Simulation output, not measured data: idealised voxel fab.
Herein follows the process module entitled voxel wiring stack.
The cross-section on display is named cut; it measures 275 nm wide, and its cells are 5 nm squares.
Bands, listed from the top down, are how a cross-section gets written in this document; the cross-section itself is a grid of square cells, and a band is one or more rows of them.
In this notation a band is specified by the heights of its top and bottom, in that order and in nm, after which its materials appear from left to right, each paired with its width in nm. The word "everywhere" attached to a single material means that material fills the band from edge to edge; the word "air" stands for empty space.
For the purposes of this specification, 0 denotes the height below which the wafer in its as-received condition is composed wholly of one material, and the lowermost band, lacking a lower limit, extends downward without end, as expressed in "0 and below".
Read "30->40" as a graded width: first number on top, second number at the bottom, same change between each pair of neighbouring rows.
Step marked "left unchanged"? Then no cell in the cross-section changed in it.
Basically, "closed voids" tells you about the enclosed voids: empty spaces with no open way to the top, 8 cells or bigger, each written width x height at distance, where distance is from the left edge, all in nm.
On a step's line, text after the settings is the simulator commenting on that step.
overlay nm: how far to the right of its planned place the mask lay on this masked step (negative: to the left).
How should the pairs below be read? Each gives the cross-section before one process step and the cross-section after it, the latter drawn only to the lowest band that changed; the step that lies between them, with its settings, appears under the pair. Does a pair pick up where the pair above left off? Only where its entry headed "Prior to processing" says so, since pairs can come from different runs of this module on the same starting wafer.
Prior to processing:
	100 down to 95  90 TiN / 15 air / 25 TiN / 15 air / 25 TiN / 15 air / 90 TiN
	95 down to 80  85 aC / 5 TiN / 15 air / 5 TiN / 15 aC / 5 TiN / 15 air / 5 TiN / 15 aC / 5 TiN / 15 air / 5 TiN / 85 aC
	80 down to 75  85 SiO2 / 5 TiN / 5 air / 15 TiN / 15 SiO2 / 25 TiN / 15 SiO2 / 5 TiN / 5 air / 15 TiN / 85 SiO2
	75 down to 60  85 SiO2 / 5 TiN / 5 air / 5 TiN / 10 aC / 15 SiO2 / 25 aC / 15 SiO2 / 5 TiN / 5 air / 5 TiN / 10 aC / 85 SiO2
	60 down to 50  85 SiO2 / 5 TiN / 5 air / 5 TiN / 65 SiO2 / 5 TiN / 5 air / 5 TiN / 95 SiO2
	50 down to 45  85 SiCN / 5 TiN / 5 air / 5 TiN / 65 SiCN / 5 TiN / 5 air / 5 TiN / 95 SiCN
	45 down to 40  85 lowk / 5 TiN / 5 air / 15 TiN / 15 lowk / 25 Ru / 15 lowk / 5 TiN / 5 air / 15 TiN / 85 lowk
	40 down to 25  85 lowk / 5 TiN / 15 air / 5 TiN / 15 lowk / 25 Ru / 15 lowk / 5 TiN / 15 air / 5 TiN / 85 lowk
	25 down to 20  85 lowk / 25 TiN / 15 lowk / 25 Ru / 15 lowk / 25 TiN / 85 lowk
	20 down to 15  85 lowk / 25 TiN / 15 lowk / 25 TiN / 15 lowk / 25 TiN / 85 lowk
	15 down to 0  SiO2 everywhere
	0 and below  Si everywhere
	closed voids: none
Section After Processing:
	110 down to 100  Cu everywhere
	100 down to 95  90 TiN / 15 Cu / 25 TiN / 15 Cu / 25 TiN / 15 Cu / 90 TiN
	95 down to 80  85 aC / 5 TiN / 15 Cu / 5 TiN / 15 aC / 5 TiN / 15 Cu / 5 TiN / 15 aC / 5 TiN / 15 Cu / 5 TiN / 85 aC
	80 down to 75  85 SiO2 / 5 TiN / 5 Cu / 15 TiN / 15 SiO2 / 25 TiN / 15 SiO2 / 5 TiN / 5 Cu / 15 TiN / 85 SiO2
	75 down to 60  85 SiO2 / 5 TiN / 5 Cu / 5 TiN / 10 aC / 15 SiO2 / 25 aC / 15 SiO2 / 5 TiN / 5 Cu / 5 TiN / 10 aC / 85 SiO2
	60 down to 50  85 SiO2 / 5 TiN / 5 Cu / 5 TiN / 65 SiO2 / 5 TiN / 5 Cu / 5 TiN / 95 SiO2
	50 down to 45  85 SiCN / 5 TiN / 5 Cu / 5 TiN / 65 SiCN / 5 TiN / 5 Cu / 5 TiN / 95 SiCN
	45 down to 35  85 lowk / 5 TiN / 5->15 Cu / 15->5 TiN / 15 lowk / 25 Ru / 15 lowk / 5 TiN / 5->15 Cu / 15->5 TiN / 85 lowk
	35 down to 30  85 lowk / 5 TiN / 5 Cu / 5 air / 5 Cu / 5 TiN / 15 lowk / 25 Ru / 15 lowk / 5 TiN / 5 Cu / 5 air / 5 Cu / 5 TiN / 85 lowk
	30 down to 25  85 lowk / 5 TiN / 15 Cu / 5 TiN / 15 lowk / 25 Ru / 15 lowk / 5 TiN / 15 Cu / 5 TiN / 85 lowk
	Below 25 it's all the same as before, nothing changed down there.
	closed voids: none
Step linking the sections shown: FILL_DEP: material Cu, thk nm 10
Prior to processing: identical to the post-step cross-section of the immediately preceding pair.
Section After Processing:
	80 down to 75  85 SiO2 / 5 TiN / 5 Cu / 15 TiN / 15 SiO2 / 25 TiN / 15 SiO2 / 5 TiN / 5 Cu / 15 TiN / 85 SiO2
	Below 75 it's all the same as before, nothing changed down there.
	closed voids: none
Step linking the sections shown: CMP: height nm 80
Prior to processing: identical to the post-step cross-section of the immediately preceding pair.
Section After Processing:
	85 down to 80  SiCN everywhere
	Below 80 it's all the same as before, nothing changed down there.
	closed voids: none
Step linking the sections shown: CONFORMAL_DEP: material SiCN, thk nm 5
Prior to processing: identical to the post-step cross-section of the immediately preceding pair.
Section After Processing:
	115 down to 85  SiO2 everywhere
	Below 85 it's all the same as before, nothing changed down there.
	closed voids: none
Step linking the sections shown: DIRECTIONAL_DEP: material SiO2, thk nm 30
Prior to processing: identical to the post-step cross-section of the immediately preceding pair.
Section After Processing:
	130 down to 115  85 resist / 25 air / 15 resist / 25 air / 15 resist / 25 air / 85 resist
	Below 115 it's all the same as before, nothing changed down there.
	closed voids: none
Step linking the sections shown: PATTERN: tone open, mask id METAL_3, material resist, width nm 25, pitch nm 40, thk nm 15, overlay nm 0
Prior to processing: identical to the post-step cross-section of the immediately preceding pair.
Section After Processing:
	130 down to 115  85 resist / 25 air / 15 resist / 25 air / 15 resist / 25 air / 85 resist
	115 down to 95  85 SiO2 / 25 air / 15 SiO2 / 25 air / 15 SiO2 / 25 air / 85 SiO2
	Below 95 it's all the same as before, nothing changed down there.
	closed voids: none
Step linking the sections shown: DIRECTIONAL_ETCH: etch materials SiO2, depth nm 20
Prior to processing: identical to the post-step cross-section of the immediately preceding pair.
Section After Processing:
	115 down to 95  85 SiO2 / 25 air / 15 SiO2 / 25 air / 15 SiO2 / 25 air / 85 SiO2
	Below 95 it's all the same as before, nothing changed down there.
	closed voids: none
Step linking the sections shown: STRIP: etch materials resist
Prior to processing: identical to the post-step cross-section of the immediately preceding pair.
Section After Processing:
	125 down to 115  85 aC / 25 air / 15 aC / 25 air / 15 aC / 25 air / 85 aC
	115 down to 105  85 SiO2 / 25 air / 15 SiO2 / 25 air / 15 SiO2 / 25 air / 85 SiO2
	105 down to 95  85 SiO2 / 25 aC / 15 SiO2 / 25 aC / 15 SiO2 / 25 aC / 85 SiO2
	Below 95 it's all the same as before, nothing changed down there.
	closed voids: none
Step linking the sections shown: DIRECTIONAL_DEP: material aC, thk nm 10
Prior to processing: identical to the post-step cross-section of the immediately preceding pair.
Section After Processing:
	150 down to 125  85 resist / 15 air / 65 resist / 15 air / 95 resist
	125 down to 115  85 aC / 15 air / 10 resist / 15 aC / 25 resist / 15 aC / 15 air / 10 resist / 85 aC
	115 down to 105  85 SiO2 / 15 air / 10 resist / 15 SiO2 / 25 resist / 15 SiO2 / 15 air / 10 resist / 85 SiO2
	Below 105 it's all the same as before, nothing changed down there.
	closed voids: none
Step linking the sections shown: PATTERN: tone open, mask id METAL_3_HOLES, material resist, width nm 15, pitch nm 80, thk nm 25, overlay nm 0
Prior to processing: identical to the post-step cross-section of the immediately preceding pair.
Section After Processing:
	140 down to 125  85 resist / 15 air / 65 resist / 15 air / 95 resist
	125 down to 115  85 aC / 15 air / 10 resist / 15 aC / 25 resist / 15 aC / 15 air / 10 resist / 85 aC
	115 down to 105  85 SiO2 / 15 air / 10 resist / 15 SiO2 / 25 resist / 15 SiO2 / 15 air / 10 resist / 85 SiO2
	105 down to 95  85 SiO2 / 15 air / 10 aC / 15 SiO2 / 25 aC / 15 SiO2 / 15 air / 10 aC / 85 SiO2
	Below 95 it's all the same as before, nothing changed down there.
	closed voids: none
Step linking the sections shown: DIRECTIONAL_ETCH: etch materials aC, depth nm 10
Prior to processing: identical to the post-step cross-section of the immediately preceding pair.
Section After Processing:
	125 down to 115  85 aC / 25 air / 15 aC / 25 air / 15 aC / 25 air / 85 aC
	115 down to 105  85 SiO2 / 25 air / 15 SiO2 / 25 air / 15 SiO2 / 25 air / 85 SiO2
	Below 105 it's all the same as before, nothing changed down there.
	closed voids: none
Step linking the sections shown: STRIP: etch materials resist
Prior to processing: identical to the post-step cross-section of the immediately preceding pair.
Section After Processing:
	125 down to 115  85 aC / 25 air / 15 aC / 25 air / 15 aC / 25 air / 85 aC
	115 down to 105  85 SiO2 / 25 air / 15 SiO2 / 25 air / 15 SiO2 / 25 air / 85 SiO2
	105 down to 95  85 SiO2 / 15 air / 10 aC / 15 SiO2 / 25 aC / 15 SiO2 / 15 air / 10 aC / 85 SiO2
	95 down to 85  85 SiO2 / 15 air / 65 SiO2 / 15 air / 95 SiO2
	Below 85 it's all the same as before, nothing changed down there.
	closed voids: none
Step linking the sections shown: DIRECTIONAL_ETCH: etch materials SiO2, depth nm 10
Prior to processing: identical to the post-step cross-section of the immediately preceding pair.
Section After Processing:
	125 down to 115  85 aC / 25 air / 15 aC / 25 air / 15 aC / 25 air / 85 aC
	115 down to 105  85 SiO2 / 25 air / 15 SiO2 / 25 air / 15 SiO2 / 25 air / 85 SiO2
	105 down to 95  85 SiO2 / 15 air / 10 aC / 15 SiO2 / 25 aC / 15 SiO2 / 15 air / 10 aC / 85 SiO2
	95 down to 85  85 SiO2 / 15 air / 65 SiO2 / 15 air / 95 SiO2
	85 down to 80  85 SiCN / 15 air / 65 SiCN / 15 air / 95 SiCN
	Below 80 it's all the same as before, nothing changed down there.
	closed voids: none
Step linking the sections shown: DIRECTIONAL_ETCH: etch materials SiCN, depth nm 5
Prior to processing: identical to the post-step cross-section of the immediately preceding pair.
Section After Processing:
	115 down to 95  85 SiO2 / 25 air / 15 SiO2 / 25 air / 15 SiO2 / 25 air / 85 SiO2
	Below 95 it's all the same as before, nothing changed down there.
	closed voids: none
Step linking the sections shown: STRIP: etch materials aC
Prior to processing: identical to the post-step cross-section of the immediately preceding pair.
Section After Processing:
	120 down to 115  90 TiN / 15 air / 25 TiN / 15 air / 25 TiN / 15 air / 90 TiN
	115 down to 100  85 SiO2 / 5 TiN / 15 air / 5 TiN / 15 SiO2 / 5 TiN / 15 air / 5 TiN / 15 SiO2 / 5 TiN / 15 air / 5 TiN / 85 SiO2
	100 down to 95  85 SiO2 / 5 TiN / 5 air / 15 TiN / 15 SiO2 / 25 TiN / 15 SiO2 / 5 TiN / 5 air / 15 TiN / 85 SiO2
	95 down to 85  85 SiO2 / 5 TiN / 5 air / 5 TiN / 65 SiO2 / 5 TiN / 5 air / 5 TiN / 95 SiO2
	85 down to 80  85 SiCN / 15 TiN / 65 SiCN / 15 TiN / 95 SiCN
	Below 80 it's all the same as before, nothing changed down there.
	closed voids: none
Step linking the sections shown: CONFORMAL_DEP: material TiN, thk nm 5
Prior to processing: identical to the post-step cross-section of the immediately preceding pair.
Section After Processing:
	125 down to 120  Ru everywhere
	120 down to 115  90 TiN / 15 Ru / 25 TiN / 15 Ru / 25 TiN / 15 Ru / 90 TiN
	115 down to 100  85 SiO2 / 5 TiN / 15 Ru / 5 TiN / 15 SiO2 / 5 TiN / 15 Ru / 5 TiN / 15 SiO2 / 5 TiN / 15 Ru / 5 TiN / 85 SiO2
	100 down to 95  85 SiO2 / 5 TiN / 5 Ru / 15 TiN / 15 SiO2 / 25 TiN / 15 SiO2 / 5 TiN / 5 Ru / 15 TiN / 85 SiO2
	95 down to 85  85 SiO2 / 5 TiN / 5 Ru / 5 TiN / 65 SiO2 / 5 TiN / 5 Ru / 5 TiN / 95 SiO2
	Below 85 it's all the same as before, nothing changed down there.
	closed voids: none
Step linking the sections shown: FILL_DEP: material Ru, thk nm 5
Prior to processing: identical to the post-step cross-section of the immediately preceding pair.
Section After Processing:
	115 down to 100  85 SiO2 / 5 TiN / 15 Ru / 5 TiN / 15 SiO2 / 5 TiN / 15 Ru / 5 TiN / 15 SiO2 / 5 TiN / 15 Ru / 5 TiN / 85 SiO2
	Below 100 it's all the same as before, nothing changed down there.
	closed voids: none
Step linking the sections shown: CMP: height nm 115
Prior to processing: identical to the post-step cross-section of the immediately preceding pair.
Section After Processing:
	120 down to 115  SiCN everywhere
	Below 115 it's all the same as before, nothing changed down there.
	closed voids: none
Step linking the sections shown: CONFORMAL_DEP: material SiCN, thk nm 5
Prior to processing: identical to the post-step cross-section of the immediately preceding pair.
Section After Processing:
	150 down to 120  SiO2 everywhere
	Below 120 it's all the same as before, nothing changed down there.
	closed voids: none
Step linking the sections shown: DIRECTIONAL_DEP: material SiO2, thk nm 30
Prior to processing: identical to the post-step cross-section of the immediately preceding pair.
Section After Processing:
	170 down to 150  85 resist / 15 air / 25 resist / 15 air / 25 resist / 15 air / 95 resist
	Below 150 it's all the same as before, nothing changed down there.
	closed voids: none
Step linking the sections shown: PATTERN: tone open, mask id METAL_4_HOLES, material resist, width nm 15, pitch nm 40, thk nm 20, overlay nm 0
Prior to processing: identical to the post-step cross-section of the immediately preceding pair.
Section After Processing:
	170 down to 150  85 resist / 15 air / 25 resist / 15 air / 25 resist / 15 air / 95 resist
	150 down to 120  85 SiO2 / 15 air / 25 SiO2 / 15 air / 25 SiO2 / 15 air / 95 SiO2
	Below 120 it's all the same as before, nothing changed down there.
	closed voids: none
Step linking the sections shown: DIRECTIONAL_ETCH: etch materials SiO2, depth nm 30
Prior to processing: identical to the post-step cross-section of the immediately preceding pair.
Section After Processing:
	150 down to 120  85 SiO2 / 15 air / 25 SiO2 / 15 air / 25 SiO2 / 15 air / 95 SiO2
	Below 120 it's all the same as before, nothing changed down there.
	closed voids: none
Step linking the sections shown: STRIP: etch materials resist
Prior to processing: identical to the post-step cross-section of the immediately preceding pair.
Section After Processing:
	170 down to 150  85 resist / 25 air / 15 resist / 25 air / 15 resist / 25 air / 85 resist
	Below 150 it's all the same as before, nothing changed down there.
	closed voids: none
Step linking the sections shown: PATTERN: tone open, mask id METAL_4, material resist, width nm 25, pitch nm 40, thk nm 20, overlay nm 0
Prior to processing: identical to the post-step cross-section of the immediately preceding pair.
Section After Processing:
	170 down to 150  85 resist / 25 air / 15 resist / 25 air / 15 resist / 25 air / 85 resist
	150 down to 130  85 SiO2 / 25 air / 15 SiO2 / 25 air / 15 SiO2 / 25 air / 85 SiO2
	Below 130 it's all the same as before, nothing changed down there.
	closed voids: none
Step linking the sections shown: DIRECTIONAL_ETCH: etch materials SiO2, depth nm 20
Prior to processing: identical to the post-step cross-section of the immediately preceding pair.
Section After Processing:
	170 down to 150  85 resist / 25 air / 15 resist / 25 air / 15 resist / 25 air / 85 resist
	150 down to 130  85 SiO2 / 25 air / 15 SiO2 / 25 air / 15 SiO2 / 25 air / 85 SiO2
	130 down to 120  85 SiO2 / 15 air / 25 SiO2 / 15 air / 25 SiO2 / 15 air / 95 SiO2
	120 down to 115  85 SiCN / 15 air / 25 SiCN / 15 air / 25 SiCN / 15 air / 95 SiCN
	Below 115 it's all the same as before, nothing changed down there.
	closed voids: none
Step linking the sections shown: DIRECTIONAL_ETCH: etch materials SiCN, depth nm 5
Prior to processing: identical to the post-step cross-section of the immediately preceding pair.
Section After Processing:
	150 down to 130  85 SiO2 / 25 air / 15 SiO2 / 25 air / 15 SiO2 / 25 air / 85 SiO2
	Below 130 it's all the same as before, nothing changed down there.
	closed voids: none
Step linking the sections shown: STRIP: etch materials resist
Prior to processing: identical to the post-step cross-section of the immediately preceding pair.
Section After Processing:
	155 down to 150  90 TiN / 15 air / 25 TiN / 15 air / 25 TiN / 15 air / 90 TiN
	150 down to 135  85 SiO2 / 5 TiN / 15 air / 5 TiN / 15 SiO2 / 5 TiN / 15 air / 5 TiN / 15 SiO2 / 5 TiN / 15 air / 5 TiN / 85 SiO2
	135 down to 130  85 SiO2 / 5 TiN / 5 air / 15 TiN / 15 SiO2 / 5 TiN / 5 air / 15 TiN / 15 SiO2 / 5 TiN / 5 air / 15 TiN / 85 SiO2
	130 down to 120  85 SiO2 / 5 TiN / 5 air / 5 TiN / 25 SiO2 / 5 TiN / 5 air / 5 TiN / 25 SiO2 / 5 TiN / 5 air / 5 TiN / 95 SiO2
	120 down to 115  85 SiCN / 15 TiN / 25 SiCN / 15 TiN / 25 SiCN / 15 TiN / 95 SiCN
	Below 115 it's all the same as before, nothing changed down there.
	closed voids: none
Step linking the sections shown: CONFORMAL_DEP: material TiN, thk nm 5
Prior to processing: identical to the post-step cross-section of the immediately preceding pair.
Section After Processing:
	160 down to 155  Cu everywhere
	155 down to 150  90 TiN / 15 Cu / 25 TiN / 15 Cu / 25 TiN / 15 Cu / 90 TiN
	150 down to 135  85 SiO2 / 5 TiN / 15 Cu / 5 TiN / 15 SiO2 / 5 TiN / 15 Cu / 5 TiN / 15 SiO2 / 5 TiN / 15 Cu / 5 TiN / 85 SiO2
	135 down to 130  85 SiO2 / 5 TiN / 5 Cu / 15 TiN / 15 SiO2 / 5 TiN / 5 Cu / 15 TiN / 15 SiO2 / 5 TiN / 5 Cu / 15 TiN / 85 SiO2
	130 down to 120  85 SiO2 / 5 TiN / 5 Cu / 5 TiN / 25 SiO2 / 5 TiN / 5 Cu / 5 TiN / 25 SiO2 / 5 TiN / 5 Cu / 5 TiN / 95 SiO2
	Below 120 it's all the same as before, nothing changed down there.
	closed voids: none
Step linking the sections shown: FILL_DEP: material Cu, thk nm 5
Prior to processing: identical to the post-step cross-section of the immediately preceding pair.
Section After Processing:
	150 down to 135  85 SiO2 / 5 TiN / 15 Cu / 5 TiN / 15 SiO2 / 5 TiN / 15 Cu / 5 TiN / 15 SiO2 / 5 TiN / 15 Cu / 5 TiN / 85 SiO2
	Below 135 it's all the same as before, nothing changed down there.
	closed voids: none
Step linking the sections shown: CMP: height nm 150
Prior to processing: identical to the post-step cross-section of the immediately preceding pair.
Section After Processing:
	155 down to 150  SiCN everywhere
	Below 150 it's all the same as before, nothing changed down there.
	closed voids: none
Step linking the sections shown: CONFORMAL_DEP: material SiCN, thk nm 5
Prior to processing:
	45 down to 20  Ru everywhere
	20 down to 15  TiN everywhere
	15 down to 0  SiO2 everywhere
	0 and below  Si everywhere
	closed voids: none
Section After Processing:
	65 down to 45  85 resist / 25 air / 15 resist / 25 air / 15 resist / 25 air / 85 resist
	Below 45 it's all the same as before, nothing changed down there.
	closed voids: none
Step linking the sections shown: PATTERN: tone open, mask id METAL_1, material resist, width nm 25, pitch nm 40, thk nm 20, overlay nm 0
Prior to processing: identical to the post-step cross-section of the immediately preceding pair.
Section After Processing:
	65 down to 45  85 resist / 25 air / 15 resist / 25 air / 15 resist / 25 air / 85 resist
	45 down to 20  85 Ru / 25 air / 15 Ru / 25 air / 15 Ru / 25 air / 85 Ru
	Below 20 it's all the same as before, nothing changed down there.
	closed voids: none
Step linking the sections shown: DIRECTIONAL_ETCH: etch materials Ru, depth nm 25
Prior to processing: identical to the post-step cross-section of the immediately preceding pair.
Section After Processing:
	65 down to 45  85 resist / 25 air / 15 resist / 25 air / 15 resist / 25 air / 85 resist
	45 down to 20  85 Ru / 25 air / 15 Ru / 25 air / 15 Ru / 25 air / 85 Ru
	20 down to 15  85 TiN / 25 air / 15 TiN / 25 air / 15 TiN / 25 air / 85 TiN
	Below 15 it's all the same as before, nothing changed down there.
	closed voids: none
Step linking the sections shown: DIRECTIONAL_ETCH: etch materials TiN, depth nm 5
Prior to processing: identical to the post-step cross-section of the immediately preceding pair.
Section After Processing:
	45 down to 20  85 Ru / 25 air / 15 Ru / 25 air / 15 Ru / 25 air / 85 Ru
	Below 20 it's all the same as before, nothing changed down there.
	closed voids: none
Step linking the sections shown: STRIP: etch materials resist
Prior to processing: identical to the post-step cross-section of the immediately preceding pair.
Section After Processing:
	55 down to 45  lowk everywhere
	45 down to 20  85 Ru / 25 lowk / 15 Ru / 25 lowk / 15 Ru / 25 lowk / 85 Ru
	20 down to 15  85 TiN / 25 lowk / 15 TiN / 25 lowk / 15 TiN / 25 lowk / 85 TiN
	Below 15 it's all the same as before, nothing changed down there.
	closed voids: none
Step linking the sections shown: FILL_DEP: material lowk, thk nm 10
Prior to processing: identical to the post-step cross-section of the immediately preceding pair.
Section After Processing:
	45 down to 20  85 Ru / 25 lowk / 15 Ru / 25 lowk / 15 Ru / 25 lowk / 85 Ru
	Below 20 it's all the same as before, nothing changed down there.
	closed voids: none
Step linking the sections shown: CMP: height nm 45
Prior to processing: identical to the post-step cross-section of the immediately preceding pair.
Section After Processing:
	50 down to 45  SiCN everywhere
	Below 45 it's all the same as before, nothing changed down there.
	closed voids: none
Step linking the sections shown: CONFORMAL_DEP: material SiCN, thk nm 5
Prior to processing: identical to the post-step cross-section of the immediately preceding pair.
Section After Processing:
	80 down to 50  SiO2 everywhere
	Below 50 it's all the same as before, nothing changed down there.
	closed voids: none
Step linking the sections shown: DIRECTIONAL_DEP: material SiO2, thk nm 30
Prior to processing: identical to the post-step cross-section of the immediately preceding pair.
Section After Processing:
	90 down to 80  aC everywhere
	Below 80 it's all the same as before, nothing changed down there.
	closed voids: none
Step linking the sections shown: DIRECTIONAL_DEP: material aC, thk nm 10
Prior to processing: identical to the post-step cross-section of the immediately preceding pair.
Section After Processing:
	120 down to 90  85 resist / 25 air / 15 resist / 25 air / 15 resist / 25 air / 85 resist
	Below 90 it's all the same as before, nothing changed down there.
	closed voids: none
Step linking the sections shown: PATTERN: tone open, mask id METAL_2, material resist, width nm 25, pitch nm 40, thk nm 30, overlay nm 0
Prior to processing: identical to the post-step cross-section of the immediately preceding pair.
Section After Processing:
	110 down to 90  85 resist / 25 air / 15 resist / 25 air / 15 resist / 25 air / 85 resist
	90 down to 80  85 aC / 25 air / 15 aC / 25 air / 15 aC / 25 air / 85 aC
	Below 80 it's all the same as before, nothing changed down there.
	closed voids: none
Step linking the sections shown: DIRECTIONAL_ETCH: etch materials aC, depth nm 10
Prior to processing: identical to the post-step cross-section of the immediately preceding pair.
Section After Processing:
	90 down to 80  85 aC / 25 air / 15 aC / 25 air / 15 aC / 25 air / 85 aC
	Below 80 it's all the same as before, nothing changed down there.
	closed voids: none
Step linking the sections shown: STRIP: etch materials resist
Prior to processing: identical to the post-step cross-section of the immediately preceding pair.
Section After Processing:
	90 down to 80  85 aC / 25 air / 15 aC / 25 air / 15 aC / 25 air / 85 aC
	80 down to 60  85 SiO2 / 25 air / 15 SiO2 / 25 air / 15 SiO2 / 25 air / 85 SiO2
	Below 60 it's all the same as before, nothing changed down there.
	closed voids: none
Step linking the sections shown: DIRECTIONAL_ETCH: etch materials SiO2, depth nm 20
Prior to processing: identical to the post-step cross-section of the immediately preceding pair.
Section After Processing:
	80 down to 60  85 SiO2 / 25 air / 15 SiO2 / 25 air / 15 SiO2 / 25 air / 85 SiO2
	Below 60 it's all the same as before, nothing changed down there.
	closed voids: none
Step linking the sections shown: STRIP: etch materials aC
Prior to processing: identical to the post-step cross-section of the immediately preceding pair.
Section After Processing:
	95 down to 80  85 aC / 25 air / 15 aC / 25 air / 15 aC / 25 air / 85 aC
	80 down to 75  85 SiO2 / 25 air / 15 SiO2 / 25 air / 15 SiO2 / 25 air / 85 SiO2
	75 down to 60  85 SiO2 / 25 aC / 15 SiO2 / 25 aC / 15 SiO2 / 25 aC / 85 SiO2
	Below 60 it's all the same as before, nothing changed down there.
	closed voids: none
Step linking the sections shown: DIRECTIONAL_DEP: material aC, thk nm 15
Prior to processing: identical to the post-step cross-section of the immediately preceding pair.
Section After Processing:
	130 down to 95  85 resist / 15 air / 65 resist / 15 air / 95 resist
	95 down to 80  85 aC / 15 air / 10 resist / 15 aC / 25 resist / 15 aC / 15 air / 10 resist / 85 aC
	80 down to 75  85 SiO2 / 15 air / 10 resist / 15 SiO2 / 25 resist / 15 SiO2 / 15 air / 10 resist / 85 SiO2
	Below 75 it's all the same as before, nothing changed down there.
	closed voids: none
Step linking the sections shown: PATTERN: tone open, mask id METAL_2_HOLES, material resist, width nm 15, pitch nm 80, thk nm 35, overlay nm 0
Prior to processing: identical to the post-step cross-section of the immediately preceding pair.
Section After Processing:
	115 down to 95  85 resist / 15 air / 65 resist / 15 air / 95 resist
	95 down to 80  85 aC / 15 air / 10 resist / 15 aC / 25 resist / 15 aC / 15 air / 10 resist / 85 aC
	80 down to 75  85 SiO2 / 15 air / 10 resist / 15 SiO2 / 25 resist / 15 SiO2 / 15 air / 10 resist / 85 SiO2
	75 down to 60  85 SiO2 / 15 air / 10 aC / 15 SiO2 / 25 aC / 15 SiO2 / 15 air / 10 aC / 85 SiO2
	Below 60 it's all the same as before, nothing changed down there.
	closed voids: none
Step linking the sections shown: DIRECTIONAL_ETCH: etch materials aC, depth nm 15
Prior to processing: identical to the post-step cross-section of the immediately preceding pair.
Section After Processing:
	95 down to 80  85 aC / 25 air / 15 aC / 25 air / 15 aC / 25 air / 85 aC
	80 down to 75  85 SiO2 / 25 air / 15 SiO2 / 25 air / 15 SiO2 / 25 air / 85 SiO2
	Below 75 it's all the same as before, nothing changed down there.
	closed voids: none
Step linking the sections shown: STRIP: etch materials resist
Prior to processing: identical to the post-step cross-section of the immediately preceding pair.
Section After Processing:
	95 down to 80  85 aC / 25 air / 15 aC / 25 air / 15 aC / 25 air / 85 aC
	80 down to 75  85 SiO2 / 25 air / 15 SiO2 / 25 air / 15 SiO2 / 25 air / 85 SiO2
	75 down to 60  85 SiO2 / 15 air / 10 aC / 15 SiO2 / 25 aC / 15 SiO2 / 15 air / 10 aC / 85 SiO2
	60 down to 50  85 SiO2 / 15 air / 65 SiO2 / 15 air / 95 SiO2
	Below 50 it's all the same as before, nothing changed down there.
	closed voids: none
Step linking the sections shown: DIRECTIONAL_ETCH: etch materials SiO2, depth nm 10
Prior to processing: identical to the post-step cross-section of the immediately preceding pair.
Section After Processing:
	95 down to 80  85 aC / 25 air / 15 aC / 25 air / 15 aC / 25 air / 85 aC
	80 down to 75  85 SiO2 / 25 air / 15 SiO2 / 25 air / 15 SiO2 / 25 air / 85 SiO2
	75 down to 60  85 SiO2 / 15 air / 10 aC / 15 SiO2 / 25 aC / 15 SiO2 / 15 air / 10 aC / 85 SiO2
	60 down to 50  85 SiO2 / 15 air / 65 SiO2 / 15 air / 95 SiO2
	50 down to 45  85 SiCN / 15 air / 65 SiCN / 15 air / 95 SiCN
	Below 45 it's all the same as before, nothing changed down there.
	closed voids: none
Step linking the sections shown: DIRECTIONAL_ETCH: etch materials SiCN, depth nm 5
Prior to processing: identical to the post-step cross-section of the immediately preceding pair.
Section After Processing:
	80 down to 60  85 SiO2 / 25 air / 15 SiO2 / 25 air / 15 SiO2 / 25 air / 85 SiO2
	Below 60 it's all the same as before, nothing changed down there.
	closed voids: none
Step linking the sections shown: STRIP: etch materials aC
Prior to processing: identical to the post-step cross-section of the immediately preceding pair.
Section After Processing:
	85 down to 80  90 TiN / 15 air / 25 TiN / 15 air / 25 TiN / 15 air / 90 TiN
	80 down to 65  85 SiO2 / 5 TiN / 15 air / 5 TiN / 15 SiO2 / 5 TiN / 15 air / 5 TiN / 15 SiO2 / 5 TiN / 15 air / 5 TiN / 85 SiO2
	65 down to 60  85 SiO2 / 5 TiN / 5 air / 15 TiN / 15 SiO2 / 25 TiN / 15 SiO2 / 5 TiN / 5 air / 15 TiN / 85 SiO2
	60 down to 50  85 SiO2 / 5 TiN / 5 air / 5 TiN / 65 SiO2 / 5 TiN / 5 air / 5 TiN / 95 SiO2
	50 down to 45  85 SiCN / 15 TiN / 65 SiCN / 15 TiN / 95 SiCN
	Below 45 it's all the same as before, nothing changed down there.
	closed voids: none
Step linking the sections shown: CONFORMAL_DEP: material TiN, thk nm 5
Prior to processing: identical to the post-step cross-section of the immediately preceding pair.
Section After Processing:
	95 down to 85  Cu everywhere
	85 down to 80  90 TiN / 15 Cu / 25 TiN / 15 Cu / 25 TiN / 15 Cu / 90 TiN
	80 down to 65  85 SiO2 / 5 TiN / 15 Cu / 5 TiN / 15 SiO2 / 5 TiN / 15 Cu / 5 TiN / 15 SiO2 / 5 TiN / 15 Cu / 5 TiN / 85 SiO2
	65 down to 60  85 SiO2 / 5 TiN / 5 Cu / 15 TiN / 15 SiO2 / 25 TiN / 15 SiO2 / 5 TiN / 5 Cu / 15 TiN / 85 SiO2
	60 down to 50  85 SiO2 / 5 TiN / 5 Cu / 5 TiN / 65 SiO2 / 5 TiN / 5 Cu / 5 TiN / 95 SiO2
	Below 50 it's all the same as before, nothing changed down there.
	closed voids: none
Step linking the sections shown: FILL_DEP: material Cu, thk nm 10
Prior to processing: identical to the post-step cross-section of the immediately preceding pair.
Section After Processing:
	80 down to 65  85 SiO2 / 5 TiN / 15 Cu / 5 TiN / 15 SiO2 / 5 TiN / 15 Cu / 5 TiN / 15 SiO2 / 5 TiN / 15 Cu / 5 TiN / 85 SiO2
	Below 65 it's all the same as before, nothing changed down there.
	closed voids: none
Step linking the sections shown: CMP: height nm 80
Prior to processing: identical to the post-step cross-section of the immediately preceding pair.
Section After Processing:
	85 down to 80  SiCN everywhere
	Below 80 it's all the same as before, nothing changed down there.
	closed voids: none
Step linking the sections shown: CONFORMAL_DEP: material SiCN, thk nm 5
Prior to processing: identical to the post-step cross-section of the immediately preceding pair.
Section After Processing:
	115 down to 85  SiO2 everywhere
	Below 85 it's all the same as before, nothing changed down there.
	closed voids: none
Step linking the sections shown: DIRECTIONAL_DEP: material SiO2, thk nm 30
Prior to processing: identical to the post-step cross-section of the immediately preceding pair.
Section After Processing:
	130 down to 115  85 resist / 25 air / 15 resist / 25 air / 15 resist / 25 air / 85 resist
	Below 115 it's all the same as before, nothing changed down there.
	closed voids: none
Step linking the sections shown: PATTERN: tone open, mask id METAL_3, material resist, width nm 25, pitch nm 40, thk nm 15, overlay nm 0
